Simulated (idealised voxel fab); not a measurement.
This section sets out a process module, namely voxel double patterning.
Square cell edge 5 nm, section width 290 nm, ID cut.
Think of the cross-section as a grid of square cells. We describe it in bands, top to bottom, and each band covers one or more rows of those cells. In this notation a band is specified by the heights of its top and bottom, in that order and in nm, after which its materials appear from left to right, each paired with its width in nm. The word "full width" attached to a single material means that material fills the band from edge to edge; the word "empty" stands for empty space. All heights in this document are referenced to 0, defined as the level beneath which the wafer, as received, consists entirely of one material. The lowest band is not bounded below; it extends indefinitely downward and is written in the form "0..down". The notation "30->40" denotes a width that varies across the rows of cells in the band, beginning at the first number in the top row, finishing at the second number in the bottom row, and changing by an identical amount from each row to the next. "nothing changed" after a step means that no cell of the cross-section changed. Heads up: "Listed closed voids" only lists the empty pockets with no open path to the top that are 8 cells or more, and it writes them as width x height at distance, distance from the left edge, in nm. Whatever follows a step's settings on its line is a remark the simulator itself makes about that step. Regarding "overlay nm": on a step with a mask, it is the distance the mask lay to the right of its planned place; a negative value places it to the left.
Here's what the planned process steps look like:
- 1: op RECEIVE | material Si
- 2: op CONFORMAL_DEP | material SiO2 | thk nm 10
- 3: op DIRECTIONAL_DEP | material TiN | thk nm 10
- 4: op DIRECTIONAL_DEP | material SiN | thk nm 10
- 5: op DIRECTIONAL_DEP | material aC | thk nm 15
- 6: op PATTERN | tone open | mask id FIRST | material resist | width nm 15 | pitch nm 50 | thk nm 30 | overlay nm 0
- 7: op DIRECTIONAL_ETCH | etch materials aC | depth nm 15
- 8: op STRIP | etch materials resist
- 9: op DIRECTIONAL_ETCH | etch materials SiN | depth nm 10
- 10: op STRIP | etch materials aC
- 11: op PATTERN | tone open | mask id SECOND | material resist | width nm 15 | thk nm 20 | overlay nm 0
- 12: op DIRECTIONAL_ETCH | etch materials SiN | depth nm 10
- 13: op STRIP | etch materials resist
- 14: op DIRECTIONAL_ETCH | etch materials TiN | depth nm 10
- 15: op STRIP | etch materials SiN
As-received state of the wafer in cross-section, equivalent to post-step 1:
    0..down: Si full width
    Listed closed voids: none
Module complete, cross-section. Starting point and plan per above. One mistake made in running the module:
    10..0: TiN 110 nm; empty 15 nm; TiN 10 nm; empty 15 nm; TiN 10 nm; empty 15 nm; TiN 115 nm
    0..down: Si full width
    Listed closed voids: none
Diagnosis: step 2 was dropped from the plan's execution and never run
